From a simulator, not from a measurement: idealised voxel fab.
Process module under the name voxel fin reveal
Shown is cross-section cut, with a width of 240 nm and square cells of size 5 nm.
Cross-sections here: square-cell grids, written as top-down lists of bands, a band being one or more rows of cells.
Top height, bottom height, nm. Materials left to right, width each, nm. Single material + "edge to edge" = fills band edge to edge. "blank" = empty.
It should be noted that heights are counted from 0, beneath which the wafer as supplied is of one material throughout, and that the lowest band possesses no lower boundary but continues downward, as written in "0 down".
The notation "30 to 40" denotes a width that varies across the rows of cells in the band, beginning at the first number in the top row, finishing at the second number in the bottom row, and changing by an identical amount from each row to the next.
Where the words "remained unchanged" appear for a step, the cross-section shows no cell changed by that step; every cell remained as before.
Closed empty spaces (no open way to the top) of 8 cells or more are what "Enclosed void list" lists, each as width x height at distance from the left edge, nm for all three.
It should be noted that, on the line of a given step, the content following the step's settings is a remark produced by the simulator itself with respect to that step.
Regarding "overlay nm": on a step with a mask, it is the distance the mask lay to the right of its planned place; a negative value places it to the left.

[Below is the list of planned process steps]
| 1 | RECEIVE (material Si) |
| 2 | CONFORMAL_DEP (material SiN; thk nm 5) |
| 3 | DIRECTIONAL_DEP (material aC; thk nm 15) |
| 4 | PATTERN (tone cover; mask id FINS; material resist; width nm 15; pitch nm 45; thk nm 35; overlay nm -15) |
| 5 | DIRECTIONAL_ETCH (etch materials aC; depth nm 15) |
| 6 | STRIP (etch materials resist) |
| 7 | DIRECTIONAL_ETCH (etch materials SiN; depth nm 5) |
| 8 | DIRECTIONAL_ETCH (etch materials Si; depth nm 35) |
| 9 | STRIP (etch materials aC) |
| 10 | FILL_DEP (material SiO2; thk nm 15) |
| 11 | CMP (height nm 5) |
| 12 | SELECTIVE_ETCH (etch materials SiO2; depth nm 30) |
| 13 | STRIP (etch materials SiN) |
| 14 | CONFORMAL_DEP (material HfO2; thk nm 5) |
Across this set of wafers, the varied parameter is the overlay nm of step 4. Starting conditions are identical for every wafer, and the plan reports the value assigned to the first wafer.

[The first of several wafers in cross-section, exactly as it reached us after step 1]
> 0 down  Si edge to edge
> Enclosed void list: none

[Tabulated below, wafer by wafer, are the end-of-module results: for each material, the number of cells gained (+) or lost (-) relative to the as-received state, followed by the closed voids]
overlay nm -15; +78 HfO2; -273 Si; +78 SiO2; Enclosed void list: none
overlay nm -10; +78 HfO2; -273 Si; +78 SiO2; Enclosed void list: none
overlay nm -5; +78 HfO2; -273 Si; +78 SiO2; Enclosed void list: none
overlay nm 0; +78 HfO2; -273 Si; +78 SiO2; Enclosed void list: none
overlay nm 5; +78 HfO2; -273 Si; +78 SiO2; Enclosed void list: none
overlay nm 10; +78 HfO2; -273 Si; +78 SiO2; Enclosed void list: none
overlay nm 15; +78 HfO2; -273 Si; +78 SiO2; Enclosed void list: none
